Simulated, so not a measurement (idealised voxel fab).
Module name: voxel self aligned contacts (process module)
The width of the displayed cross-section, cut, is 290 nm; its cells are square, with a size of 5 nm.
Bands, listed from the top down, are how a cross-section gets written in this document; the cross-section itself is a grid of square cells, and a band is one or more rows of them. It is stipulated that each band's entry specify, in nanometres, the height of the top of the band and then that of its bottom, followed by the materials of the band in left-to-right sequence, each together with its width in nanometres. A single material marked by the word "edge to edge" is understood to fill the band from edge to edge; the word "blank" is understood to denote empty space. All heights in this document are referenced to 0, defined as the level beneath which the wafer, as received, consists entirely of one material. The lowest band is not bounded below; it extends indefinitely downward and is written in the form "0..down". With a width like "30->40", each row of cells in the band differs from the next by the same amount, the top row carrying the first number and the bottom row the second. Step marked "remains unaltered"? Then no cell in the cross-section changed in it. Closed cavities: empty space of 8 cells or more with no open way to the top, each as width x height at its distance from the left edge, in nm. Formally, on a step line, whatever follows the settings is a remark that the simulator itself makes on the step. overlay nm: mask offset rightward from planned place, masked step; negative means leftward offset.
THE FOLLOWING LIST GIVES THE PLANNED PROCESS STEPS
step 1: RECEIVE (material Si)
step 2: CONFORMAL_DEP (material SiO2; thk nm 5)
step 3: DIRECTIONAL_DEP (material polySi; thk nm 20)
step 4: DIRECTIONAL_DEP (material SiN; thk nm 25)
step 5: DIRECTIONAL_DEP (material aC; thk nm 15)
step 6: PATTERN (tone cover; mask id GATE; material resist; width nm 30; pitch nm 65; thk nm 35; overlay nm 0)
step 7: DIRECTIONAL_ETCH (etch materials aC; depth nm 15)
step 8: STRIP (etch materials resist)
step 9: DIRECTIONAL_ETCH (etch materials SiN; depth nm 25)
step 10: DIRECTIONAL_ETCH (etch materials polySi; depth nm 20)
step 11: STRIP (etch materials aC)
step 12: CONFORMAL_DEP (material SiN; thk nm 10)
step 13: DIRECTIONAL_ETCH (etch materials SiN; depth nm 10)
step 14: FILL_DEP (material SiO2; thk nm 15)
step 15: CMP (height nm 60)
step 16: DIRECTIONAL_DEP (material aC; thk nm 10)
step 17: PATTERN (tone open; mask id CONTACT; material resist; width nm 45; pitch nm 65; thk nm 25; overlay nm 0)
step 18: DIRECTIONAL_ETCH (etch materials aC; depth nm 10)
step 19: STRIP (etch materials resist)
step 20: DIRECTIONAL_ETCH (etch materials SiO2; depth nm 60)
step 21: STRIP (etch materials aC)
step 22: CONFORMAL_DEP (material TiN; thk nm 5)
step 23: FILL_DEP (material Ru; thk nm 10)
step 24: CMP (height nm 60)
step 25: CONFORMAL_DEP (material SiN; thk nm 5)
ACCOUNT OF THE FIRST OF TWO WAFERS, WHICH WAS PROCESSED AS INTENDED
THE CROSS-SECTION HERE SHOWS THE WAFER AS RECEIVED, I.E. IN ITS STATE AFTER STEP 1
* 0..down | Si edge to edge
* Closed cavities: none
STEP 2 DONE - WAFER CROSS-SECTION
* 5..0 | SiO2 edge to edge
* At heights below 0, the structure remains unaltered.
STEP 3 DONE - WAFER CROSS-SECTION
* 25..5 | polySi edge to edge
* At heights below 5, the structure remains unaltered.
STEP 4 DONE - WAFER CROSS-SECTION
* 50..25 | SiN edge to edge
* At heights below 25, the structure remains unaltered.
STEP 5 DONE - WAFER CROSS-SECTION
* 65..50 | aC edge to edge
* At heights below 50, the structure remains unaltered.
STEP 6 DONE - WAFER CROSS-SECTION
* 100..65 | blank: 65, resist: 30, blank: 35, resist: 30, blank: 35, resist: 30, blank: 65
* At heights below 65, the structure remains unaltered.
STEP 7 DONE - WAFER CROSS-SECTION
* 85..65 | blank: 65, resist: 30, blank: 35, resist: 30, blank: 35, resist: 30, blank: 65
* 65..50 | blank: 65, aC: 30, blank: 35, aC: 30, blank: 35, aC: 30, blank: 65
* At heights below 50, the structure remains unaltered.
STEP 8 DONE - WAFER CROSS-SECTION
* 65..50 | blank: 65, aC: 30, blank: 35, aC: 30, blank: 35, aC: 30, blank: 65
* At heights below 50, the structure remains unaltered.
STEP 9 DONE - WAFER CROSS-SECTION
* 65..50 | blank: 65, aC: 30, blank: 35, aC: 30, blank: 35, aC: 30, blank: 65
* 50..25 | blank: 65, SiN: 30, blank: 35, SiN: 30, blank: 35, SiN: 30, blank: 65
* At heights below 25, the structure remains unaltered.
STEP 10 DONE - WAFER CROSS-SECTION
* 65..50 | blank: 65, aC: 30, blank: 35, aC: 30, blank: 35, aC: 30, blank: 65
* 50..25 | blank: 65, SiN: 30, blank: 35, SiN: 30, blank: 35, SiN: 30, blank: 65
* 25..5 | blank: 65, polySi: 30, blank: 35, polySi: 30, blank: 35, polySi: 30, blank: 65
* At heights below 5, the structure remains unaltered.
STEP 11 DONE - WAFER CROSS-SECTION
* 50..25 | blank: 65, SiN: 30, blank: 35, SiN: 30, blank: 35, SiN: 30, blank: 65
* At heights below 25, the structure remains unaltered.
STEP 12 DONE - WAFER CROSS-SECTION
* 60..25 | blank: 55, SiN: 50, blank: 15, SiN: 50, blank: 15, SiN: 50, blank: 55
* 25..15 | blank: 55, SiN: 10, polySi: 30, SiN: 10, blank: 15, SiN: 10, polySi: 30, SiN: 10, blank: 15, SiN: 10, polySi: 30, SiN: 10, blank: 55
* 15..5 | SiN: 65, polySi: 30, SiN: 35, polySi: 30, SiN: 35, polySi: 30, SiN: 65
* At heights below 5, the structure remains unaltered.
STEP 13 DONE - WAFER CROSS-SECTION
* 50..25 | blank: 55, SiN: 50, blank: 15, SiN: 50, blank: 15, SiN: 50, blank: 55
* 25..5 | blank: 55, SiN: 10, polySi: 30, SiN: 10, blank: 15, SiN: 10, polySi: 30, SiN: 10, blank: 15, SiN: 10, polySi: 30, SiN: 10, blank: 55
* At heights below 5, the structure remains unaltered.
STEP 14 DONE - WAFER CROSS-SECTION
* 65..50 | SiO2 edge to edge
* 50..25 | SiO2: 55, SiN: 50, SiO2: 15, SiN: 50, SiO2: 15, SiN: 50, SiO2: 55
* 25..5 | SiO2: 55, SiN: 10, polySi: 30, SiN: 10, SiO2: 15, SiN: 10, polySi: 30, SiN: 10, SiO2: 15, SiN: 10, polySi: 30, SiN: 10, SiO2: 55
* At heights below 5, the structure remains unaltered.
STEP 15 DONE - WAFER CROSS-SECTION
* 60..50 | SiO2 edge to edge
* At heights below 50, the structure remains unaltered.
STEP 16 DONE - WAFER CROSS-SECTION
* 70..60 | aC edge to edge
* At heights below 60, the structure remains unaltered.
STEP 17 DONE - WAFER CROSS-SECTION
* 95..70 | resist: 90, blank: 45, resist: 20, blank: 45, resist: 90
* At heights below 70, the structure remains unaltered.
STEP 18 DONE - WAFER CROSS-SECTION
* 85..70 | resist: 90, blank: 45, resist: 20, blank: 45, resist: 90
* 70..60 | aC: 90, blank: 45, aC: 20, blank: 45, aC: 90
* At heights below 60, the structure remains unaltered.
STEP 19 DONE - WAFER CROSS-SECTION
* 70..60 | aC: 90, blank: 45, aC: 20, blank: 45, aC: 90
* At heights below 60, the structure remains unaltered.
STEP 20 DONE - WAFER CROSS-SECTION
* 70..60 | aC: 90, blank: 45, aC: 20, blank: 45, aC: 90
* 60..50 | SiO2: 90, blank: 45, SiO2: 20, blank: 45, SiO2: 90
* 50..25 | SiO2: 55, SiN: 50, blank: 15, SiN: 50, blank: 15, SiN: 50, SiO2: 55
* 25..5 | SiO2: 55, SiN: 10, polySi: 30, SiN: 10, blank: 15, SiN: 10, polySi: 30, SiN: 10, blank: 15, SiN: 10, polySi: 30, SiN: 10, SiO2: 55
* 5..0 | SiO2: 105, blank: 15, SiO2: 50, blank: 15, SiO2: 105
* At heights below 0, the structure remains unaltered.
STEP 21 DONE - WAFER CROSS-SECTION
* 60..50 | SiO2: 90, blank: 45, SiO2: 20, blank: 45, SiO2: 90
* At heights below 50, the structure remains unaltered.
STEP 22 DONE - WAFER CROSS-SECTION
* 65..60 | TiN: 95, blank: 35, TiN: 30, blank: 35, TiN: 95
* 60..50 | SiO2: 90, TiN: 5->20, blank: 35->5, TiN: 5->20, SiO2: 20, TiN: 5->20, blank: 35->5, TiN: 5->20, SiO2: 90
* 50..25 | SiO2: 55, SiN: 50, TiN: 5, blank: 5, TiN: 5, SiN: 50, TiN: 5, blank: 5, TiN: 5, SiN: 50, SiO2: 55
* 25..5 | SiO2: 55, SiN: 10, polySi: 30, SiN: 10, TiN: 5, blank: 5, TiN: 5, SiN: 10, polySi: 30, SiN: 10, TiN: 5, blank: 5, TiN: 5, SiN: 10, polySi: 30, SiN: 10, SiO2: 55
* 5..0 | SiO2: 105, TiN: 15, SiO2: 50, TiN: 15, SiO2: 105
* At heights below 0, the structure remains unaltered.
STEP 23 DONE - WAFER CROSS-SECTION
* 75..65 | Ru edge to edge
* 65..60 | TiN: 95, Ru: 35, TiN: 30, Ru: 35, TiN: 95
* 60..50 | SiO2: 90, TiN: 5->20, Ru: 35->5, TiN: 5->20, SiO2: 20, TiN: 5->20, Ru: 35->5, TiN: 5->20, SiO2: 90
* 50..25 | SiO2: 55, SiN: 50, TiN: 5, Ru: 5, TiN: 5, SiN: 50, TiN: 5, Ru: 5, TiN: 5, SiN: 50, SiO2: 55
* 25..5 | SiO2: 55, SiN: 10, polySi: 30, SiN: 10, TiN: 5, Ru: 5, TiN: 5, SiN: 10, polySi: 30, SiN: 10, TiN: 5, Ru: 5, TiN: 5, SiN: 10, polySi: 30, SiN: 10, SiO2: 55
* At heights below 5, the structure remains unaltered.
STEP 24 DONE - WAFER CROSS-SECTION
* 60..50 | SiO2: 90, TiN: 5->20, Ru: 35->5, TiN: 5->20, SiO2: 20, TiN: 5->20, Ru: 35->5, TiN: 5->20, SiO2: 90
* At heights below 50, the structure remains unaltered.
STEP 25 DONE - WAFER CROSS-SECTION
* 65..60 | SiN edge to edge
* At heights below 60, the structure remains unaltered.
SECOND WAFER (IDENTICAL START AND PLAN, ONE PROCESSING ERROR; MATCHES FIRST WAFER THROUGH STEP 22)
SECOND WAFER PROFILE IN SECTION, AT THE MOMENT STEP 23 OF THE PLAN WAS MEANT TO BE COMPLETE
* 75..65 | SiN edge to edge
* 65..60 | TiN: 95, SiN: 35, TiN: 30, SiN: 35, TiN: 95
* 60..50 | SiO2: 90, TiN: 5->20, SiN: 35->5, TiN: 5->20, SiO2: 20, TiN: 5->20, SiN: 35->5, TiN: 5->20, SiO2: 90
* 50..25 | SiO2: 55, SiN: 50, TiN: 5, SiN: 5, TiN: 5, SiN: 50, TiN: 5, SiN: 5, TiN: 5, SiN: 50, SiO2: 55
* 25..5 | SiO2: 55, SiN: 10, polySi: 30, SiN: 10, TiN: 5, SiN: 5, TiN: 5, SiN: 10, polySi: 30, SiN: 10, TiN: 5, SiN: 5, TiN: 5, SiN: 10, polySi: 30, SiN: 10, SiO2: 55
* At heights below 5, the structure remains unaltered.
SECOND WAFER PROFILE IN SECTION, AT THE MOMENT STEP 24 OF THE PLAN WAS MEANT TO BE COMPLETE
* 60..50 | SiO2: 90, TiN: 5->20, SiN: 35->5, TiN: 5->20, SiO2: 20, TiN: 5->20, SiN: 35->5, TiN: 5->20, SiO2: 90
* At heights below 50, the structure remains unaltered.
SECOND WAFER PROFILE IN SECTION, AT THE MOMENT STEP 25 OF THE PLAN WAS MEANT TO BE COMPLETE
* 65..60 | SiN edge to edge
* At heights below 60, the structure remains unaltered.
Finding, execution versus plan: not per plan at step 23, really ran FILL_DEP (material SiN; thk nm 10)
Wrapping up, a cell-based count of both wafers puts the second over or under the first for these materials: Ru: 34 fewer; SiN: 34 more
